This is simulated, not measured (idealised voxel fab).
process module | voxel transistor to metal
cross-section cut | 295 nm wide | cells 5 nm
A cross-section is a grid of square cells, given in bands from the top down. A band is one or more rows of cells.
Each band's line starts with the height of the band's top and of its bottom, in nm. Then come its materials from left to right, each with its width in nm. One material with "throughout" fills the band from edge to edge. "air" is empty space.
Height 0 is the level under which the wafer as received is all one material. The lowest band goes on downwards, as in "0 down".
A width such as "30 to 40" changes by the same amount from each row of cells to the next, from the band's top row to its bottom row.
"no change" after a step means that no cell of the cross-section changed.
closed voids: empty space of 8 cells or more with no open way to the top, each as width x height at its distance from the left edge, in nm
after a step's settings: what the simulator itself notes on the step
overlay nm, on a step with a mask: how far to the right of its planned place the mask lay; to the left if negative
Each pair below shows a cross-section before one step and the cross-section after it, down to the lowest band that changed. The line under each pair gives the step between them, with its settings. The pairs can come from different runs of this module on the same starting wafer, so a pair continues from the pair above only where its "before" says so.
before
  50 to 45: TiN 40 | air 5 | TiN 70 | air 5 | TiN 50 | air 5 | TiN 70 | air 5 | TiN 45
  45 to 15: SiO2 35 | TiN 5 | air 5 | TiN 5 | SiO2 60 | TiN 5 | air 5 | TiN 5 | SiO2 40 | TiN 5 | air 5 | TiN 5 | SiO2 60 | TiN 5 | air 5 | TiN 5 | SiO2 40
  15 to 10: SiO2 35 | TiN 5 | air 5 | TiN 5 | SiO2 10 | SiN 5 | HfO2 5 | TiN 5 | W 10 | TiN 5 | HfO2 5 | SiN 5 | SiO2 10 | TiN 5 | air 5 | TiN 5 | SiO2 40 | TiN 5 | air 5 | TiN 5 | SiO2 10 | SiN 5 | HfO2 5 | TiN 5 | W 10 | TiN 5 | HfO2 5 | SiN 5 | SiO2 10 | TiN 5 | air 5 | TiN 5 | SiO2 40
  10 to 5: SiO2 35 | TiN 15 | SiO2 10 | SiN 5 | HfO2 5 | TiN 5 | W 10 | TiN 5 | HfO2 5 | SiN 5 | SiO2 10 | TiN 15 | SiO2 40 | TiN 15 | SiO2 10 | SiN 5 | HfO2 5 | TiN 5 | W 10 | TiN 5 | HfO2 5 | SiN 5 | SiO2 10 | TiN 15 | SiO2 40
  5 to 0: SiO2 45 | nSi 15 | SiN 5 | HfO2 5 | TiN 5 | W 10 | TiN 5 | HfO2 5 | SiN 5 | nSi 15 | SiO2 60 | nSi 15 | SiN 5 | HfO2 5 | TiN 5 | W 10 | TiN 5 | HfO2 5 | SiN 5 | nSi 15 | SiO2 50
  0 to -5: SiO2 45 | nSi 15 | SiN 5 | HfO2 5 | TiN 20 | HfO2 5 | SiN 5 | nSi 15 | SiO2 60 | nSi 15 | SiN 5 | HfO2 5 | TiN 20 | HfO2 5 | SiN 5 | nSi 15 | SiO2 50
  -5 to -10: SiO2 45 | nSi 15 | HfO2 40 | nSi 15 | SiO2 60 | nSi 15 | HfO2 40 | nSi 15 | SiO2 50
  -10 to -25: SiO2 25 | nSi 35 | Si 40 | nSi 35 | SiO2 20 | nSi 35 | Si 40 | nSi 35 | SiO2 30
  -25 to -40: SiO2 25 | Si 110 | SiO2 20 | Si 110 | SiO2 30
  -40 down: Si throughout
  closed voids: none
after
  60 to 50: Ru throughout
  50 to 45: TiN 40 | Ru 5 | TiN 70 | Ru 5 | TiN 50 | Ru 5 | TiN 70 | Ru 5 | TiN 45
  45 to 15: SiO2 35 | TiN 5 | Ru 5 | TiN 5 | SiO2 60 | TiN 5 | Ru 5 | TiN 5 | SiO2 40 | TiN 5 | Ru 5 | TiN 5 | SiO2 60 | TiN 5 | Ru 5 | TiN 5 | SiO2 40
  15 to 10: SiO2 35 | TiN 5 | Ru 5 | TiN 5 | SiO2 10 | SiN 5 | HfO2 5 | TiN 5 | W 10 | TiN 5 | HfO2 5 | SiN 5 | SiO2 10 | TiN 5 | Ru 5 | TiN 5 | SiO2 40 | TiN 5 | Ru 5 | TiN 5 | SiO2 10 | SiN 5 | HfO2 5 | TiN 5 | W 10 | TiN 5 | HfO2 5 | SiN 5 | SiO2 10 | TiN 5 | Ru 5 | TiN 5 | SiO2 40
  below 10: unchanged
  closed voids: none
the step between: op FILL_DEP | material Ru | thk nm 10
before: the cross-section after the pair above
after
  30 to 15: SiO2 35 | TiN 5 | Ru 5 | TiN 5 | SiO2 60 | TiN 5 | Ru 5 | TiN 5 | SiO2 40 | TiN 5 | Ru 5 | TiN 5 | SiO2 60 | TiN 5 | Ru 5 | TiN 5 | SiO2 40
  below 15: unchanged
  closed voids: none
the step between: op CMP | height nm 30
before: the cross-section after the pair above
after
  35 to 30: TiN throughout
  below 30: unchanged
  closed voids: none
the step between: op DIRECTIONAL_DEP | material TiN | thk nm 5
before: the cross-section after the pair above
after
  50 to 35: W throughout
  below 35: unchanged
  closed voids: none
the step between: op DIRECTIONAL_DEP | material W | thk nm 15
before: the cross-section after the pair above
after
  70 to 50: air 35 | resist 15 | air 60 | resist 15 | air 40 | resist 15 | air 60 | resist 15 | air 40
  below 50: unchanged
  closed voids: none
the step between: op PATTERN | tone cover | mask id METAL_1 | material resist | width nm 15 | thk nm 20 | overlay nm 0
before: the cross-section after the pair above
after
  70 to 50: air 35 | resist 15 | air 60 | resist 15 | air 40 | resist 15 | air 60 | resist 15 | air 40
  50 to 35: air 35 | W 15 | air 60 | W 15 | air 40 | W 15 | air 60 | W 15 | air 40
  below 35: unchanged
  closed voids: none
the step between: op DIRECTIONAL_ETCH | etch materials W | depth nm 15
before: the cross-section after the pair above
after
  70 to 50: air 35 | resist 15 | air 60 | resist 15 | air 40 | resist 15 | air 60 | resist 15 | air 40
  50 to 35: air 35 | W 15 | air 60 | W 15 | air 40 | W 15 | air 60 | W 15 | air 40
  35 to 30: air 35 | TiN 15 | air 60 | TiN 15 | air 40 | TiN 15 | air 60 | TiN 15 | air 40
  below 30: unchanged
  closed voids: none
the step between: op DIRECTIONAL_ETCH | etch materials TiN | depth nm 5
before: the cross-section after the pair above
after
  50 to 35: air 35 | W 15 | air 60 | W 15 | air 40 | W 15 | air 60 | W 15 | air 40
  below 35: unchanged
  closed voids: none
the step between: op STRIP | etch materials resist
before: the cross-section after the pair above
after
  55 to 50: air 30 | SiCN 25 | air 50 | SiCN 25 | air 30 | SiCN 25 | air 50 | SiCN 25 | air 35
  50 to 35: air 30 | SiCN 5 | W 15 | SiCN 5 | air 50 | SiCN 5 | W 15 | SiCN 5 | air 30 | SiCN 5 | W 15 | SiCN 5 | air 50 | SiCN 5 | W 15 | SiCN 5 | air 35
  35 to 30: SiCN 35 | TiN 15 | SiCN 60 | TiN 15 | SiCN 40 | TiN 15 | SiCN 60 | TiN 15 | SiCN 40
  below 30: unchanged
  closed voids: none
the step between: op CONFORMAL_DEP | material SiCN | thk nm 5
before: the cross-section after the pair above
after
  65 to 55: lowk throughout
  55 to 50: lowk 30 | SiCN 25 | lowk 50 | SiCN 25 | lowk 30 | SiCN 25 | lowk 50 | SiCN 25 | lowk 35
  50 to 35: lowk 30 | SiCN 5 | W 15 | SiCN 5 | lowk 50 | SiCN 5 | W 15 | SiCN 5 | lowk 30 | SiCN 5 | W 15 | SiCN 5 | lowk 50 | SiCN 5 | W 15 | SiCN 5 | lowk 35
  below 35: unchanged
  closed voids: none
the step between: op FILL_DEP | material lowk | thk nm 10
before: the cross-section after the pair above
after
  50 to 35: lowk 30 | SiCN 5 | W 15 | SiCN 5 | lowk 50 | SiCN 5 | W 15 | SiCN 5 | lowk 30 | SiCN 5 | W 15 | SiCN 5 | lowk 50 | SiCN 5 | W 15 | SiCN 5 | lowk 35
  below 35: unchanged
  closed voids: none
the step between: op CMP | height nm 50
before: the cross-section after the pair above
after
  55 to 50: SiCN throughout
  below 50: unchanged
  closed voids: none
the step between: op CONFORMAL_DEP | material SiCN | thk nm 5
before
  20 to 15: air 60 | SiN 5 | air 30 | SiN 5 | air 90 | SiN 5 | air 30 | SiN 5 | air 65
  15 to 5: SiO2 60 | SiN 5 | air 30 | SiN 5 | SiO2 90 | SiN 5 | air 30 | SiN 5 | SiO2 65
  5 to -5: SiO2 45 | nSi 15 | SiN 5 | air 30 | SiN 5 | nSi 15 | SiO2 60 | nSi 15 | SiN 5 | air 30 | SiN 5 | nSi 15 | SiO2 50
  -5 to -10: SiO2 45 | nSi 15 | air 40 | nSi 15 | SiO2 60 | nSi 15 | air 40 | nSi 15 | SiO2 50
  -10 to -25: SiO2 25 | nSi 35 | Si 40 | nSi 35 | SiO2 20 | nSi 35 | Si 40 | nSi 35 | SiO2 30
  -25 to -40: SiO2 25 | Si 110 | SiO2 20 | Si 110 | SiO2 30
  -40 down: Si throughout
  closed voids: none
after
  25 to 20: air 55 | TiN 15 | air 20 | TiN 15 | air 80 | TiN 15 | air 20 | TiN 15 | air 60
  20 to 15: TiN 60 | SiN 5 | TiN 5 | air 20 | TiN 5 | SiN 5 | TiN 90 | SiN 5 | TiN 5 | air 20 | TiN 5 | SiN 5 | TiN 65
  15 to 5: SiO2 60 | SiN 5 | TiN 5 | air 20 | TiN 5 | SiN 5 | SiO2 90 | SiN 5 | TiN 5 | air 20 | TiN 5 | SiN 5 | SiO2 65
  5 to -5: SiO2 45 | nSi 15 | SiN 5 | TiN 5 | air 20 | TiN 5 | SiN 5 | nSi 15 | SiO2 60 | nSi 15 | SiN 5 | TiN 5 | air 20 | TiN 5 | SiN 5 | nSi 15 | SiO2 50
  -5 to -10: SiO2 45 | nSi 15 | TiN 40 | nSi 15 | SiO2 60 | nSi 15 | TiN 40 | nSi 15 | SiO2 50
  below -10: unchanged
  closed voids: none
the step between: op CONFORMAL_DEP | material TiN | thk nm 5
before: the cross-section after the pair above
after
  30 to 25: air 50 | HfO2 25 | air 10 | HfO2 25 | air 70 | HfO2 25 | air 10 | HfO2 25 | air 55
  25 to 20: HfO2 55 | TiN 15 | HfO2 5 | air 10 | HfO2 5 | TiN 15 | HfO2 80 | TiN 15 | HfO2 5 | air 10 | HfO2 5 | TiN 15 | HfO2 60
  20 to 15: TiN 60 | SiN 5 | TiN 5 | HfO2 5 | air 10 | HfO2 5 | TiN 5 | SiN 5 | TiN 90 | SiN 5 | TiN 5 | HfO2 5 | air 10 | HfO2 5 | TiN 5 | SiN 5 | TiN 65
  15 to 5: SiO2 60 | SiN 5 | TiN 5 | HfO2 5 | air 10 | HfO2 5 | TiN 5 | SiN 5 | SiO2 90 | SiN 5 | TiN 5 | HfO2 5 | air 10 | HfO2 5 | TiN 5 | SiN 5 | SiO2 65
  5 to 0: SiO2 45 | nSi 15 | SiN 5 | TiN 5 | HfO2 5 | air 10 | HfO2 5 | TiN 5 | SiN 5 | nSi 15 | SiO2 60 | nSi 15 | SiN 5 | TiN 5 | HfO2 5 | air 10 | HfO2 5 | TiN 5 | SiN 5 | nSi 15 | SiO2 50
  0 to -5: SiO2 45 | nSi 15 | SiN 5 | TiN 5 | HfO2 20 | TiN 5 | SiN 5 | nSi 15 | SiO2 60 | nSi 15 | SiN 5 | TiN 5 | HfO2 20 | TiN 5 | SiN 5 | nSi 15 | SiO2 50
  below -5: unchanged
  closed voids: none
the step between: op CONFORMAL_DEP | material HfO2 | thk nm 5
before: the cross-section after the pair above
after
  35 to 30: W throughout
  30 to 25: W 50 | HfO2 25 | W 10 | HfO2 25 | W 70 | HfO2 25 | W 10 | HfO2 25 | W 55
  25 to 20: HfO2 55 | TiN 15 | HfO2 5 | W 10 | HfO2 5 | TiN 15 | HfO2 80 | TiN 15 | HfO2 5 | W 10 | HfO2 5 | TiN 15 | HfO2 60
  20 to 15: TiN 60 | SiN 5 | TiN 5 | HfO2 5 | W 10 | HfO2 5 | TiN 5 | SiN 5 | TiN 90 | SiN 5 | TiN 5 | HfO2 5 | W 10 | HfO2 5 | TiN 5 | SiN 5 | TiN 65
  15 to 5: SiO2 60 | SiN 5 | TiN 5 | HfO2 5 | W 10 | HfO2 5 | TiN 5 | SiN 5 | SiO2 90 | SiN 5 | TiN 5 | HfO2 5 | W 10 | HfO2 5 | TiN 5 | SiN 5 | SiO2 65
  5 to 0: SiO2 45 | nSi 15 | SiN 5 | TiN 5 | HfO2 5 | W 10 | HfO2 5 | TiN 5 | SiN 5 | nSi 15 | SiO2 60 | nSi 15 | SiN 5 | TiN 5 | HfO2 5 | W 10 | HfO2 5 | TiN 5 | SiN 5 | nSi 15 | SiO2 50
  below 0: unchanged
  closed voids: none
the step between: op FILL_DEP | material W | thk nm 5
before: the cross-section after the pair above
after
  15 to 5: SiO2 60 | SiN 5 | TiN 5 | HfO2 5 | W 10 | HfO2 5 | TiN 5 | SiN 5 | SiO2 90 | SiN 5 | TiN 5 | HfO2 5 | W 10 | HfO2 5 | TiN 5 | SiN 5 | SiO2 65
  below 5: unchanged
  closed voids: none
the step between: op CMP | height nm 15
before: the cross-section after the pair above
after
  30 to 15: SiO2 throughout
  below 15: unchanged
  closed voids: none
the step between: op DIRECTIONAL_DEP | material SiO2 | thk nm 15
before: the cross-section after the pair above
after
  50 to 30: resist 35 | air 15 | resist 60 | air 15 | resist 40 | air 15 | resist 60 | air 15 | resist 40
  below 30: unchanged
  closed voids: none
the step between: op PATTERN | tone open | mask id CONTACT | material resist | width nm 15 | thk nm 20 | overlay nm 0
before: the cross-section after the pair above
after
  50 to 30: resist 35 | air 15 | resist 60 | air 15 | resist 40 | air 15 | resist 60 | air 15 | resist 40
  30 to 15: SiO2 35 | air 15 | SiO2 60 | air 15 | SiO2 40 | air 15 | SiO2 60 | air 15 | SiO2 40
  15 to 5: SiO2 35 | air 15 | SiO2 10 | SiN 5 | TiN 5 | HfO2 5 | W 10 | HfO2 5 | TiN 5 | SiN 5 | SiO2 10 | air 15 | SiO2 40 | air 15 | SiO2 10 | SiN 5 | TiN 5 | HfO2 5 | W 10 | HfO2 5 | TiN 5 | SiN 5 | SiO2 10 | air 15 | SiO2 40
  5 to 0: SiO2 35 | air 10 | nSi 15 | SiN 5 | TiN 5 | HfO2 5 | W 10 | HfO2 5 | TiN 5 | SiN 5 | nSi 15 | air 10 | SiO2 40 | air 10 | nSi 15 | SiN 5 | TiN 5 | HfO2 5 | W 10 | HfO2 5 | TiN 5 | SiN 5 | nSi 15 | air 10 | SiO2 40
  0 to -5: SiO2 35 | air 10 | nSi 15 | SiN 5 | TiN 5 | HfO2 20 | TiN 5 | SiN 5 | nSi 15 | air 10 | SiO2 40 | air 10 | nSi 15 | SiN 5 | TiN 5 | HfO2 20 | TiN 5 | SiN 5 | nSi 15 | air 10 | SiO2 40
  -5 to -10: SiO2 35 | air 10 | nSi 15 | TiN 40 | nSi 15 | air 10 | SiO2 40 | air 10 | nSi 15 | TiN 40 | nSi 15 | air 10 | SiO2 40
  below -10: unchanged
  closed voids: none
the step between: op DIRECTIONAL_ETCH | etch materials SiO2 | depth nm 40
before: the cross-section after the pair above
after
  30 to 15: SiO2 35 | air 15 | SiO2 60 | air 15 | SiO2 40 | air 15 | SiO2 60 | air 15 | SiO2 40
  below 15: unchanged
  closed voids: none
the step between: op STRIP | etch materials resist
before: the cross-section after the pair above
after
  35 to 30: TiN 40 | air 5 | TiN 70 | air 5 | TiN 50 | air 5 | TiN 70 | air 5 | TiN 45
  30 to 15: SiO2 35 | TiN 5 | air 5 | TiN 5 | SiO2 60 | TiN 5 | air 5 | TiN 5 | SiO2 40 | TiN 5 | air 5 | TiN 5 | SiO2 60 | TiN 5 | air 5 | TiN 5 | SiO2 40
  15 to 10: SiO2 35 | TiN 5 | air 5 | TiN 5 | SiO2 10 | SiN 5 | TiN 5 | HfO2 5 | W 10 | HfO2 5 | TiN 5 | SiN 5 | SiO2 10 | TiN 5 | air 5 | TiN 5 | SiO2 40 | TiN 5 | air 5 | TiN 5 | SiO2 10 | SiN 5 | TiN 5 | HfO2 5 | W 10 | HfO2 5 | TiN 5 | SiN 5 | SiO2 10 | TiN 5 | air 5 | TiN 5 | SiO2 40
  10 to 5: SiO2 35 | TiN 15 | SiO2 10 | SiN 5 | TiN 5 | HfO2 5 | W 10 | HfO2 5 | TiN 5 | SiN 5 | SiO2 10 | TiN 15 | SiO2 40 | TiN 15 | SiO2 10 | SiN 5 | TiN 5 | HfO2 5 | W 10 | HfO2 5 | TiN 5 | SiN 5 | SiO2 10 | TiN 15 | SiO2 40
  5 to 0: SiO2 35 | TiN 10 | nSi 15 | SiN 5 | TiN 5 | HfO2 5 | W 10 | HfO2 5 | TiN 5 | SiN 5 | nSi 15 | TiN 10 | SiO2 40 | TiN 10 | nSi 15 | SiN 5 | TiN 5 | HfO2 5 | W 10 | HfO2 5 | TiN 5 | SiN 5 | nSi 15 | TiN 10 | SiO2 40
  0 to -5: SiO2 35 | TiN 10 | nSi 15 | SiN 5 | TiN 5 | HfO2 20 | TiN 5 | SiN 5 | nSi 15 | TiN 10 | SiO2 40 | TiN 10 | nSi 15 | SiN 5 | TiN 5 | HfO2 20 | TiN 5 | SiN 5 | nSi 15 | TiN 10 | SiO2 40
  -5 to -10: SiO2 35 | TiN 10 | nSi 15 | TiN 40 | nSi 15 | TiN 10 | SiO2 40 | TiN 10 | nSi 15 | TiN 40 | nSi 15 | TiN 10 | SiO2 40
  below -10: unchanged
  closed voids: none
the step between: op CONFORMAL_DEP | material TiN | thk nm 5
before: the cross-section after the pair above
after
  45 to 35: Ru throughout
  35 to 30: TiN 40 | Ru 5 | TiN 70 | Ru 5 | TiN 50 | Ru 5 | TiN 70 | Ru 5 | TiN 45
  30 to 15: SiO2 35 | TiN 5 | Ru 5 | TiN 5 | SiO2 60 | TiN 5 | Ru 5 | TiN 5 | SiO2 40 | TiN 5 | Ru 5 | TiN 5 | SiO2 60 | TiN 5 | Ru 5 | TiN 5 | SiO2 40
  15 to 10: SiO2 35 | TiN 5 | Ru 5 | TiN 5 | SiO2 10 | SiN 5 | TiN 5 | HfO2 5 | W 10 | HfO2 5 | TiN 5 | SiN 5 | SiO2 10 | TiN 5 | Ru 5 | TiN 5 | SiO2 40 | TiN 5 | Ru 5 | TiN 5 | SiO2 10 | SiN 5 | TiN 5 | HfO2 5 | W 10 | HfO2 5 | TiN 5 | SiN 5 | SiO2 10 | TiN 5 | Ru 5 | TiN 5 | SiO2 40
  below 10: unchanged
  closed voids: none
the step between: op FILL_DEP | material Ru | thk nm 10
before: the cross-section after the pair above
after
  30 to 15: SiO2 35 | TiN 5 | Ru 5 | TiN 5 | SiO2 60 | TiN 5 | Ru 5 | TiN 5 | SiO2 40 | TiN 5 | Ru 5 | TiN 5 | SiO2 60 | TiN 5 | Ru 5 | TiN 5 | SiO2 40
  below 15: unchanged
  closed voids: none
the step between: op CMP | height nm 30
before: the cross-section after the pair above
after
  35 to 30: TiN throughout
  below 30: unchanged
  closed voids: none
the step between: op DIRECTIONAL_DEP | material TiN | thk nm 5
before: the cross-section after the pair above
after
  50 to 35: W throughout
  below 35: unchanged
  closed voids: none
the step between: op DIRECTIONAL_DEP | material W | thk nm 15
before: the cross-section after the pair above
after
  70 to 50: air 35 | resist 15 | air 60 | resist 15 | air 40 | resist 15 | air 60 | resist 15 | air 40
  below 50: unchanged
  closed voids: none
the step between: op PATTERN | tone cover | mask id METAL_1 | material resist | width nm 15 | thk nm 20 | overlay nm 0
before: the cross-section after the pair above
after
  70 to 50: air 35 | resist 15 | air 60 | resist 15 | air 40 | resist 15 | air 60 | resist 15 | air 40
  50 to 35: air 35 | W 15 | air 60 | W 15 | air 40 | W 15 | air 60 | W 15 | air 40
  below 35: unchanged
  closed voids: none
the step between: op DIRECTIONAL_ETCH | etch materials W | depth nm 15
before: the cross-section after the pair above
after
  70 to 50: air 35 | resist 15 | air 60 | resist 15 | air 40 | resist 15 | air 60 | resist 15 | air 40
  50 to 35: air 35 | W 15 | air 60 | W 15 | air 40 | W 15 | air 60 | W 15 | air 40
  35 to 30: air 35 | TiN 15 | air 60 | TiN 15 | air 40 | TiN 15 | air 60 | TiN 15 | air 40
  below 30: unchanged
  closed voids: none
the step between: op DIRECTIONAL_ETCH | etch materials TiN | depth nm 5
before: the cross-section after the pair above
after
  50 to 35: air 35 | W 15 | air 60 | W 15 | air 40 | W 15 | air 60 | W 15 | air 40
  below 35: unchanged
  closed voids: none
the step between: op STRIP | etch materials resist
before: the cross-section after the pair above
after
  55 to 50: air 30 | SiCN 25 | air 50 | SiCN 25 | air 30 | SiCN 25 | air 50 | SiCN 25 | air 35
  50 to 35: air 30 | SiCN 5 | W 15 | SiCN 5 | air 50 | SiCN 5 | W 15 | SiCN 5 | air 30 | SiCN 5 | W 15 | SiCN 5 | air 50 | SiCN 5 | W 15 | SiCN 5 | air 35
  35 to 30: SiCN 35 | TiN 15 | SiCN 60 | TiN 15 | SiCN 40 | TiN 15 | SiCN 60 | TiN 15 | SiCN 40
  below 30: unchanged
  closed voids: none
the step between: op CONFORMAL_DEP | material SiCN | thk nm 5
before: the cross-section after the pair above
after
  65 to 55: lowk throughout
  55 to 50: lowk 30 | SiCN 25 | lowk 50 | SiCN 25 | lowk 30 | SiCN 25 | lowk 50 | SiCN 25 | lowk 35
  50 to 35: lowk 30 | SiCN 5 | W 15 | SiCN 5 | lowk 50 | SiCN 5 | W 15 | SiCN 5 | lowk 30 | SiCN 5 | W 15 | SiCN 5 | lowk 50 | SiCN 5 | W 15 | SiCN 5 | lowk 35
  below 35: unchanged
  closed voids: none
the step between: op FILL_DEP | material lowk | thk nm 10
before: the cross-section after the pair above
after
  50 to 35: lowk 30 | SiCN 5 | W 15 | SiCN 5 | lowk 50 | SiCN 5 | W 15 | SiCN 5 | lowk 30 | SiCN 5 | W 15 | SiCN 5 | lowk 50 | SiCN 5 | W 15 | SiCN 5 | lowk 35
  below 35: unchanged
  closed voids: none
the step between: op CMP | height nm 50
before: the cross-section after the pair above
after
  55 to 50: SiCN throughout
  below 50: unchanged
  closed voids: none
the step between: op CONFORMAL_DEP | material SiCN | thk nm 5
before
  -5 to -40: SiO2 25 | Si 110 | SiO2 20 | Si 110 | SiO2 30
  -40 down: Si throughout
  closed voids: none
after
  -5 to -15: SiO2 throughout
  below -15: unchanged
  closed voids: none
the step between: op OXIDIZE | depth nm 10
before: the cross-section after the pair above
after
  20 to -5: polySi throughout
  below -5: unchanged
  closed voids: none
the step between: op DIRECTIONAL_DEP | material polySi | thk nm 25
before: the cross-section after the pair above
after
  30 to 20: SiCN throughout
  below 20: unchanged
  closed voids: none
the step between: op DIRECTIONAL_DEP | material SiCN | thk nm 10
before: the cross-section after the pair above
after
  30 to 20: air 65 | SiCN 30 | air 100 | SiCN 30 | air 70
  below 20: unchanged
  closed voids: none
the step between: op MASKED_ETCH | tone cover | mask id GATE | width nm 30 | pitch nm 130 | etch materials SiCN | depth nm 20 | overlay nm 0
before: the cross-section after the pair above
after
  30 to 20: air 65 | SiCN 30 | air 100 | SiCN 30 | air 70
  20 to -5: air 65 | polySi 30 | air 100 | polySi 30 | air 70
  below -5: unchanged
  closed voids: none
the step between: op MASKED_ETCH | tone cover | mask id GATE | width nm 30 | pitch nm 130 | etch materials polySi | depth nm 35 | overlay nm 0
before: the cross-section after the pair above
after
  35 to 30: air 60 | SiN 40 | air 90 | SiN 40 | air 65
  30 to 20: air 60 | SiN 5 | SiCN 30 | SiN 5 | air 90 | SiN 5 | SiCN 30 | SiN 5 | air 65
  20 to 0: air 60 | SiN 5 | polySi 30 | SiN 5 | air 90 | SiN 5 | polySi 30 | SiN 5 | air 65
  0 to -5: SiN 65 | polySi 30 | SiN 100 | polySi 30 | SiN 70
  below -5: unchanged
  closed voids: none
the step between: op CONFORMAL_DEP | material SiN | thk nm 5
before: the cross-section after the pair above
after
  30 to 20: air 60 | SiN 5 | SiCN 30 | SiN 5 | air 90 | SiN 5 | SiCN 30 | SiN 5 | air 65
  20 to -5: air 60 | SiN 5 | polySi 30 | SiN 5 | air 90 | SiN 5 | polySi 30 | SiN 5 | air 65
  below -5: unchanged
  closed voids: none
the step between: op DIRECTIONAL_ETCH | etch materials SiN | depth nm 5
before: the cross-section after the pair above
after
  30 to 20: air 60 | SiN 5 | SiCN 30 | SiN 5 | air 90 | SiN 5 | SiCN 30 | SiN 5 | air 65
  20 to -5: air 60 | SiN 5 | polySi 30 | SiN 5 | air 90 | SiN 5 | polySi 30 | SiN 5 | air 65
  -5 to -10: air 60 | SiO2 40 | air 90 | SiO2 40 | air 65
  below -10: unchanged
  closed voids: none
the step between: op DIRECTIONAL_ETCH | etch materials SiO2 | depth nm 5
before: the cross-section after the pair above
after
  40 to 30: SiO2 throughout
  30 to 20: SiO2 60 | SiN 5 | SiCN 30 | SiN 5 | SiO2 90 | SiN 5 | SiCN 30 | SiN 5 | SiO2 65
  20 to -5: SiO2 60 | SiN 5 | polySi 30 | SiN 5 | SiO2 90 | SiN 5 | polySi 30 | SiN 5 | SiO2 65
  -5 to -15: SiO2 throughout
  below -15: unchanged
  closed voids: none
the step between: op FILL_DEP | material SiO2 | thk nm 10
before: the cross-section after the pair above
after
  20 to -5: SiO2 60 | SiN 5 | polySi 30 | SiN 5 | SiO2 90 | SiN 5 | polySi 30 | SiN 5 | SiO2 65
  below -5: unchanged
  closed voids: none
the step between: op CMP | height nm 20
before: the cross-section after the pair above
after
  20 to -5: SiO2 60 | SiN 5 | air 30 | SiN 5 | SiO2 90 | SiN 5 | air 30 | SiN 5 | SiO2 65
  below -5: unchanged
  closed voids: none
the step between: op STRIP | etch materials polySi
before: the cross-section after the pair above
after
  20 to 15: air 60 | SiN 5 | air 30 | SiN 5 | air 90 | SiN 5 | air 30 | SiN 5 | air 65
  15 to -5: SiO2 60 | SiN 5 | air 30 | SiN 5 | SiO2 90 | SiN 5 | air 30 | SiN 5 | SiO2 65
  -5 to -10: SiO2 60 | air 40 | SiO2 90 | air 40 | SiO2 65
  below -10: unchanged
  closed voids: none
the step between: op SELECTIVE_ETCH | etch materials SiO2 | depth nm 5
before: the cross-section after the pair above
after
  25 to 20: air 55 | HfO2 15 | air 20 | HfO2 15 | air 80 | HfO2 15 | air 20 | HfO2 15 | air 60
  20 to 15: HfO2 60 | SiN 5 | HfO2 5 | air 20 | HfO2 5 | SiN 5 | HfO2 90 | SiN 5 | HfO2 5 | air 20 | HfO2 5 | SiN 5 | HfO2 65
  15 to -5: SiO2 60 | SiN 5 | HfO2 5 | air 20 | HfO2 5 | SiN 5 | SiO2 90 | SiN 5 | HfO2 5 | air 20 | HfO2 5 | SiN 5 | SiO2 65
  -5 to -10: SiO2 60 | HfO2 40 | SiO2 90 | HfO2 40 | SiO2 65
  below -10: unchanged
  closed voids: none
the step between: op CONFORMAL_DEP | material HfO2 | thk nm 5
before: the cross-section after the pair above
after
  30 to 25: air 50 | TiN 25 | air 10 | TiN 25 | air 70 | TiN 25 | air 10 | TiN 25 | air 55
  25 to 20: TiN 55 | HfO2 15 | TiN 5 | air 10 | TiN 5 | HfO2 15 | TiN 80 | HfO2 15 | TiN 5 | air 10 | TiN 5 | HfO2 15 | TiN 60
  20 to 15: HfO2 60 | SiN 5 | HfO2 5 | TiN 5 | air 10 | TiN 5 | HfO2 5 | SiN 5 | HfO2 90 | SiN 5 | HfO2 5 | TiN 5 | air 10 | TiN 5 | HfO2 5 | SiN 5 | HfO2 65
  15 to 0: SiO2 60 | SiN 5 | HfO2 5 | TiN 5 | air 10 | TiN 5 | HfO2 5 | SiN 5 | SiO2 90 | SiN 5 | HfO2 5 | TiN 5 | air 10 | TiN 5 | HfO2 5 | SiN 5 | SiO2 65
  0 to -5: SiO2 60 | SiN 5 | HfO2 5 | TiN 20 | HfO2 5 | SiN 5 | SiO2 90 | SiN 5 | HfO2 5 | TiN 20 | HfO2 5 | SiN 5 | SiO2 65
  below -5: unchanged
  closed voids: none
the step between: op CONFORMAL_DEP | material TiN | thk nm 5
before: the cross-section after the pair above
after
  35 to 30: W throughout
  30 to 25: W 50 | TiN 25 | W 10 | TiN 25 | W 70 | TiN 25 | W 10 | TiN 25 | W 55
  25 to 20: TiN 55 | HfO2 15 | TiN 5 | W 10 | TiN 5 | HfO2 15 | TiN 80 | HfO2 15 | TiN 5 | W 10 | TiN 5 | HfO2 15 | TiN 60
  20 to 15: HfO2 60 | SiN 5 | HfO2 5 | TiN 5 | W 10 | TiN 5 | HfO2 5 | SiN 5 | HfO2 90 | SiN 5 | HfO2 5 | TiN 5 | W 10 | TiN 5 | HfO2 5 | SiN 5 | HfO2 65
  15 to 0: SiO2 60 | SiN 5 | HfO2 5 | TiN 5 | W 10 | TiN 5 | HfO2 5 | SiN 5 | SiO2 90 | SiN 5 | HfO2 5 | TiN 5 | W 10 | TiN 5 | HfO2 5 | SiN 5 | SiO2 65
  below 0: unchanged
  closed voids: none
the step between: op FILL_DEP | material W | thk nm 5
before: the cross-section after the pair above
after
  15 to 0: SiO2 60 | SiN 5 | HfO2 5 | TiN 5 | W 10 | TiN 5 | HfO2 5 | SiN 5 | SiO2 90 | SiN 5 | HfO2 5 | TiN 5 | W 10 | TiN 5 | HfO2 5 | SiN 5 | SiO2 65
  below 0: unchanged
  closed voids: none
the step between: op CMP | height nm 15
before: the cross-section after the pair above
after
  30 to 15: SiO2 throughout
  below 15: unchanged
  closed voids: none
the step between: op DIRECTIONAL_DEP | material SiO2 | thk nm 15
before: the cross-section after the pair above
after
  50 to 30: resist 35 | air 15 | resist 60 | air 15 | resist 40 | air 15 | resist 60 | air 15 | resist 40
  below 30: unchanged
  closed voids: none
the step between: op PATTERN | tone open | mask id CONTACT | material resist | width nm 15 | thk nm 20 | overlay nm 0
